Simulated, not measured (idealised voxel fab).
process module | voxel released beams
cross-section cut | 300 nm wide | cells 5 nm
A cross-section is a grid of square cells, given in bands from the top down. A band is one or more rows of cells.
Each band's line starts with the height of the band's top and of its bottom, in nm. Then come its materials from left to right, each with its width in nm. One material with "throughout" fills the band from edge to edge. "air" is empty space.
Height 0 is the level under which the wafer as received is all one material. The lowest band goes on downwards, as in "0 down".
A width such as "30 to 40" changes by the same amount from each row of cells to the next, from the band's top row to its bottom row.
"no change" after a step means that no cell of the cross-section changed.
closed voids: empty space of 8 cells or more with no open way to the top, each as width x height at its distance from the left edge, in nm
after a step's settings: what the simulator itself notes on the step
overlay nm, on a step with a mask: how far to the right of its planned place the mask lay; to the left if negative
plan
1 op RECEIVE | material Si
2 op CONFORMAL_DEP | material SiN | thk nm 5
3 op DIRECTIONAL_DEP | material SiO2 | thk nm 15
4 op DIRECTIONAL_DEP | material aC | thk nm 10
5 op PATTERN | tone open | mask id ANCHOR | material resist | width nm 30 | thk nm 30 | overlay nm 0
6 op DIRECTIONAL_ETCH | etch materials aC | depth nm 10
7 op STRIP | etch materials resist
8 op DIRECTIONAL_ETCH | etch materials SiO2 | depth nm 15
9 op STRIP | etch materials aC
10 op CONFORMAL_DEP | material polySi | thk nm 10
11 op PATTERN | tone cover | mask id BEAM | material resist | width nm 105 | thk nm 15 | overlay nm 0
12 op DIRECTIONAL_ETCH | etch materials polySi | depth nm 10
13 op STRIP | etch materials resist
14 op STRIP | etch materials SiO2
first wafer, as planned
as received, after step 1
  0 down: Si throughout
  closed voids: none
after step 2
  5 to 0: SiN throughout
  below 0: unchanged
after step 3
  20 to 5: SiO2 throughout
  below 5: unchanged
after step 4
  30 to 20: aC throughout
  below 20: unchanged
after step 5
  60 to 30: resist 100 | air 30 | resist 170
  below 30: unchanged
after step 6
  50 to 30: resist 100 | air 30 | resist 170
  30 to 20: aC 100 | air 30 | aC 170
  below 20: unchanged
after step 7
  30 to 20: aC 100 | air 30 | aC 170
  below 20: unchanged
after step 8
  30 to 20: aC 100 | air 30 | aC 170
  20 to 5: SiO2 100 | air 30 | SiO2 170
  below 5: unchanged
after step 9
  20 to 5: SiO2 100 | air 30 | SiO2 170
  below 5: unchanged
after step 10
  30 to 20: polySi 110 | air 10 | polySi 180
  20 to 15: SiO2 100 | polySi 10 | air 10 | polySi 10 | SiO2 170
  15 to 5: SiO2 100 | polySi 30 | SiO2 170
  below 5: unchanged
after step 11
  45 to 30: air 95 | resist 105 | air 100
  30 to 20: polySi 110 | resist 10 | polySi 180
  20 to 15: SiO2 100 | polySi 10 | resist 10 | polySi 10 | SiO2 170
  below 15: unchanged
after step 12
  45 to 30: air 95 | resist 105 | air 100
  30 to 20: air 95 | polySi 15 | resist 10 | polySi 80 | air 100
  below 20: unchanged
after step 13
  30 to 20: air 95 | polySi 15 | air 10 | polySi 80 | air 100
  20 to 15: SiO2 100 | polySi 10 | air 10 | polySi 10 | SiO2 170
  below 15: unchanged
after step 14
  30 to 20: air 95 | polySi 15 | air 10 | polySi 80 | air 100
  20 to 15: air 100 | polySi 10 | air 10 | polySi 10 | air 170
  15 to 5: air 100 | polySi 30 | air 170
  below 5: unchanged
second wafer: like start, like plan, one mistake. Through step 10 it matches the first wafer
when step 11 should have ended
  45 to 30: air 100 | resist 105 | air 95
  30 to 20: polySi 110 | resist 10 | polySi 180
  20 to 15: SiO2 100 | polySi 10 | resist 10 | polySi 10 | SiO2 170
  below 15: unchanged
when step 12 should have ended
  45 to 30: air 100 | resist 105 | air 95
  30 to 20: air 100 | polySi 10 | resist 10 | polySi 85 | air 95
  below 20: unchanged
when step 13 should have ended
  30 to 20: air 100 | polySi 10 | air 10 | polySi 85 | air 95
  20 to 15: SiO2 100 | polySi 10 | air 10 | polySi 10 | SiO2 170
  below 15: unchanged
when step 14 should have ended
  30 to 20: air 100 | polySi 10 | air 10 | polySi 85 | air 95
  20 to 15: air 100 | polySi 10 | air 10 | polySi 10 | air 170
  15 to 5: air 100 | polySi 30 | air 170
  below 5: unchanged
what went wrong: step 11 ran as: op PATTERN | tone cover | mask id BEAM | material resist | width nm 105 | thk nm 15 | overlay nm 5
at the end the second wafer has, in cells: as many of each material as the first, in other places
